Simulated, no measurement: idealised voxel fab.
process module | voxel fin reveal
cross-section cut | 270 nm wide | cells 5 nm
A cross-section is a grid of square cells, given in bands from the top down. A band is one or more rows of cells.
Each band's line starts with the height of the band's top and of its bottom, in nm. Then come its materials from left to right, each with its width in nm. One material with "throughout" fills the band from edge to edge. "air" is empty space.
Height 0 is the level under which the wafer as received is all one material. The lowest band goes on downwards, as in "0 down".
A width such as "30 to 40" changes by the same amount from each row of cells to the next, from the band's top row to its bottom row.
"no change" after a step means that no cell of the cross-section changed.
closed voids: empty space of 8 cells or more with no open way to the top, each as width x height at its distance from the left edge, in nm
after a step's settings: what the simulator itself notes on the step
overlay nm, on a step with a mask: how far to the right of its planned place the mask lay; to the left if negative
plan
1 op RECEIVE | material Si
2 op CONFORMAL_DEP | material SiN | thk nm 5
3 op PATTERN | tone cover | mask id FINS | material resist | width nm 15 | pitch nm 35 | thk nm 20 | overlay nm 0
4 op DIRECTIONAL_ETCH | etch materials SiN | depth nm 5
5 op DIRECTIONAL_ETCH | etch materials Si | depth nm 35
6 op STRIP | etch materials resist
7 op OXIDIZE | depth nm 5
8 op FILL_DEP | material SiO2 | thk nm 15
9 op CMP | height nm 5
10 op SELECTIVE_ETCH | etch materials SiO2 | depth nm 20
11 op STRIP | etch materials SiN
12 op CONFORMAL_DEP | material SiO2 | thk nm 5
as received, after step 1
  0 down: Si throughout
  closed voids: none
first wafer at the end, as planned
  5 to 0: air 75 | SiO2 15 | air 20 | SiO2 15 | air 20 | SiO2 15 | air 20 | SiO2 15 | air 75
  0 to -10: air 75 | SiO2 5 | Si 5 | SiO2 5 | air 20 | SiO2 5 | Si 5 | SiO2 5 | air 20 | SiO2 5 | Si 5 | SiO2 5 | air 20 | SiO2 5 | Si 5 | SiO2 5 | air 75
  -10 to -40: SiO2 80 | Si 5 | SiO2 30 | Si 5 | SiO2 30 | Si 5 | SiO2 30 | Si 5 | SiO2 80
  -40 down: Si throughout
  closed voids: none
second wafer at the end: like start, like plan, one mistake
  5 to 0: SiO2 throughout
  0 to -40: SiO2 80 | Si 5 | SiO2 30 | Si 5 | SiO2 30 | Si 5 | SiO2 30 | Si 5 | SiO2 80
  -40 down: Si throughout
  closed voids: none
what went wrong: step 9 was left out
at the end the second wafer has, in cells: 126 more of SiO2
